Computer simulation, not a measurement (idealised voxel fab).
A process module follows: voxel transistor to metal.
Section cut is 210 nm wide and gridded with 5 nm square cells.
We lay out every cross-section as a grid of square cells and spell it out in bands from the top down, where one band means one or more rows of cells.
Each band's line starts with the height of the band's top and of its bottom, in nm. Then come its materials from left to right, each with its width in nm. One material with "throughout" fills the band from edge to edge. "blank" is empty space.
Height 0 is the level under which the wafer as received is all one material. The lowest band goes on downwards, as in "top 0, no bottom".
The notation "30..40" denotes a width that varies across the rows of cells in the band, beginning at the first number in the top row, finishing at the second number in the bottom row, and changing by an identical amount from each row to the next.
"identical to before" for a step: no cell of the cross-section changed in that step.
"Encapsulated voids" specifies each empty space that is not open to the top and that occupies no fewer than 8 cells, using the form width x height at distance, the distance measured from the left edge and all three quantities in nm.
The remark found on a step's line after its settings is issued by the simulator itself and pertains to that step.
Regarding "overlay nm": on a step with a mask, it is the distance the mask lay to the right of its planned place; a negative value places it to the left.

Here's what the planned process steps look like:
1. RECEIVE [material Si]
2. OXIDIZE [depth nm 5]
3. CONFORMAL_DEP [material SiN] [thk nm 10]
4. DIRECTIONAL_DEP [material aC] [thk nm 10]
5. PATTERN [tone cover] [mask id ACTIVE] [material resist] [width nm 120] [thk nm 25] [overlay nm 0]
6. DIRECTIONAL_ETCH [etch materials aC] [depth nm 10]
7. STRIP [etch materials resist]
8. DIRECTIONAL_ETCH [etch materials SiN] [depth nm 10]
9. DIRECTIONAL_ETCH [etch materials SiO2] [depth nm 5]
10. DIRECTIONAL_ETCH [etch materials Si] [depth nm 30]
11. STRIP [etch materials aC]
12. OXIDIZE [depth nm 5]
13. FILL_DEP [material SiO2] [thk nm 5]
14. CMP [height nm 10]
15. SELECTIVE_ETCH [etch materials SiO2] [depth nm 5]
16. STRIP [etch materials SiN]
17. SELECTIVE_ETCH [etch materials SiO2] [depth nm 5]
18. OXIDIZE [depth nm 5]
19. DIRECTIONAL_DEP [material polySi] [thk nm 20]
20. DIRECTIONAL_DEP [material SiCN] [thk nm 10]
21. DIRECTIONAL_DEP [material aC] [thk nm 10]
22. PATTERN [tone cover] [mask id GATE] [material resist] [width nm 30] [thk nm 30] [overlay nm 0]
23. DIRECTIONAL_ETCH [etch materials aC] [depth nm 10]
24. STRIP [etch materials resist]
25. DIRECTIONAL_ETCH [etch materials SiCN] [depth nm 20]
26. DIRECTIONAL_ETCH [etch materials polySi] [depth nm 30]
27. STRIP [etch materials aC]
28. CONFORMAL_DEP [material SiO2] [thk nm 5]
29. DIRECTIONAL_ETCH [etch materials SiO2] [depth nm 5]
30. CONFORMAL_DEP [material SiN] [thk nm 10]
31. DIRECTIONAL_ETCH [etch materials SiN] [depth nm 10]
32. DIRECTIONAL_ETCH [etch materials SiO2] [depth nm 5]
33. DIRECTIONAL_ETCH [etch materials Si] [depth nm 5]
34. EPI [material pSi] [thk nm 10]
35. FILL_DEP [material SiO2] [thk nm 10]
36. CMP [height nm 15]
37. STRIP [etch materials polySi]
38. SELECTIVE_ETCH [etch materials SiO2] [depth nm 5]
39. CONFORMAL_DEP [material HfO2] [thk nm 5]
40. CONFORMAL_DEP [material TiN] [thk nm 5]
41. FILL_DEP [material W] [thk nm 10]
42. CMP [height nm 10]
43. DIRECTIONAL_DEP [material SiO2] [thk nm 15]
44. DIRECTIONAL_DEP [material aC] [thk nm 15]
45. PATTERN [tone open] [mask id CONTACT] [material resist] [width nm 15] [pitch nm 85] [thk nm 35] [overlay nm 0]
46. DIRECTIONAL_ETCH [etch materials aC] [depth nm 15]
47. STRIP [etch materials resist]
48. DIRECTIONAL_ETCH [etch materials SiO2] [depth nm 25]
49. STRIP [etch materials aC]
50. CONFORMAL_DEP [material TiN] [thk nm 5]
51. FILL_DEP [material W] [thk nm 10]
52. CMP [height nm 25]
53. CONFORMAL_DEP [material SiN] [thk nm 5]
54. DIRECTIONAL_DEP [material SiO2] [thk nm 20]
55. MASKED_ETCH [tone open] [mask id METAL_1] [width nm 15] [pitch nm 85] [etch materials SiO2] [depth nm 20] [overlay nm 0]
56. MASKED_ETCH [tone open] [mask id METAL_1] [width nm 15] [pitch nm 85] [etch materials SiN] [depth nm 5] [overlay nm 0]
57. CONFORMAL_DEP [material TiN] [thk nm 5]
58. FILL_DEP [material Cu] [thk nm 10]
59. CMP [height nm 50]
60. CONFORMAL_DEP [material SiCN] [thk nm 5]
61. DIRECTIONAL_DEP [material SiO2] [thk nm 25]
62. DIRECTIONAL_DEP [material aC] [thk nm 10]
63. PATTERN [tone open] [mask id METAL_2] [material resist] [width nm 15] [pitch nm 85] [thk nm 30] [overlay nm 0]
64. DIRECTIONAL_ETCH [etch materials aC] [depth nm 10]
65. STRIP [etch materials resist]
66. DIRECTIONAL_ETCH [etch materials SiO2] [depth nm 15]
67. STRIP [etch materials aC]
68. PATTERN [tone open] [mask id METAL_2_HOLES] [material resist] [width nm 15] [pitch nm 85] [thk nm 15] [overlay nm 0]
69. DIRECTIONAL_ETCH [etch materials SiO2] [depth nm 10]
70. DIRECTIONAL_ETCH [etch materials SiCN] [depth nm 5]
71. STRIP [etch materials resist]
72. CONFORMAL_DEP [material TiN] [thk nm 5]
73. FILL_DEP [material Cu] [thk nm 5]
74. CMP [height nm 80]
75. CONFORMAL_DEP [material SiN] [thk nm 5]

Received-state cross-section, reflecting completion of step 1:
> top 0, no bottom  Si throughout
> Encapsulated voids: none

Cross-sectional view of the first of the two wafers upon completion of the module, processed in accordance with the plan:
> top 85, bottom 80  SiN throughout
> top 80, bottom 55  SiO2: 55; TiN: 5; Cu: 5; TiN: 5; SiO2: 70; TiN: 5; Cu: 5; TiN: 5; SiO2: 55
> top 55, bottom 50  SiCN: 55; TiN: 15; SiCN: 70; TiN: 15; SiCN: 55
> top 50, bottom 30  SiO2: 55; TiN: 5; Cu: 5; TiN: 5; SiO2: 70; TiN: 5; Cu: 5; TiN: 5; SiO2: 55
> top 30, bottom 25  SiN: 55; TiN: 15; SiN: 70; TiN: 15; SiN: 55
> top 25, bottom 10  SiO2: 55; TiN: 5; W: 5; TiN: 5; SiO2: 70; TiN: 5; W: 5; TiN: 5; SiO2: 55
> top 10, bottom 5  SiO2: 55; TiN: 5; W: 5; TiN: 5; SiO2: 5; SiN: 10; HfO2: 5; TiN: 5; W: 20; TiN: 5; HfO2: 5; SiN: 10; SiO2: 5; TiN: 5; W: 5; TiN: 5; SiO2: 55
> top 5, bottom 0  SiO2: 55; TiN: 15; SiO2: 5; SiN: 10; HfO2: 5; TiN: 5; W: 20; TiN: 5; HfO2: 5; SiN: 10; SiO2: 5; TiN: 15; SiO2: 55
> top 0, bottom -5  SiO2: 45; SiN: 10; pSi: 20; SiN: 10; HfO2: 5; TiN: 30; HfO2: 5; SiN: 10; pSi: 20; SiN: 10; SiO2: 45
> top -5, bottom -10  SiO2: 55; pSi: 20; SiO2: 10; HfO2: 40; SiO2: 10; pSi: 20; SiO2: 55
> top -10, bottom -15  SiO2: 50; Si: 5; pSi: 20; Si: 60; pSi: 20; Si: 5; SiO2: 50
> top -15, bottom -40  SiO2: 50; Si: 110; SiO2: 50
> top -40, no bottom  Si throughout
> Encapsulated voids: none

What the second wafer looks like in cross-section once the module is done. Its start and its plan matched the first wafer's exactly; what differed was one mistake in how it was run:
> top 85, bottom 80  SiN throughout
> top 80, bottom 55  SiO2: 55; TiN: 5; Cu: 5; TiN: 5; SiO2: 70; TiN: 5; Cu: 5; TiN: 5; SiO2: 55
> top 55, bottom 50  SiCN: 55; TiN: 15; SiCN: 70; TiN: 15; SiCN: 55
> top 50, bottom 30  SiO2: 55; TiN: 5; Cu: 5; TiN: 5; SiO2: 70; TiN: 5; Cu: 5; TiN: 5; SiO2: 55
> top 30, bottom 25  SiN: 55; TiN: 15; SiN: 70; TiN: 15; SiN: 55
> top 25, bottom 10  SiO2: 55; TiN: 5; W: 5; TiN: 5; SiO2: 70; TiN: 5; W: 5; TiN: 5; SiO2: 55
> top 10, bottom 5  SiO2: 55; TiN: 5; W: 5; TiN: 5; SiO2: 15; HfO2: 5; TiN: 5; W: 20; TiN: 5; HfO2: 5; SiO2: 15; TiN: 5; W: 5; TiN: 5; SiO2: 55
> top 5, bottom 0  SiO2: 55; TiN: 15; SiO2: 15; HfO2: 5; TiN: 5; W: 20; TiN: 5; HfO2: 5; SiO2: 15; TiN: 15; SiO2: 55
> top 0, bottom -5  SiO2: 75; pSi: 10; HfO2: 5; TiN: 30; HfO2: 5; pSi: 10; SiO2: 75
> top -5, bottom -10  SiO2: 45; pSi: 40; HfO2: 40; pSi: 40; SiO2: 45
> top -10, bottom -15  SiO2: 50; pSi: 35; Si: 40; pSi: 35; SiO2: 50
> top -15, bottom -40  SiO2: 50; Si: 110; SiO2: 50
> top -40, no bottom  Si throughout
> Encapsulated voids: none
Plan not followed: no execution of plan step 30; skipped
The closing comparison, in cells, has the second wafer with more or fewer of some materials than the first: Si: 6 fewer, SiN: 16 fewer, SiO2: 12 more, pSi: 10 more
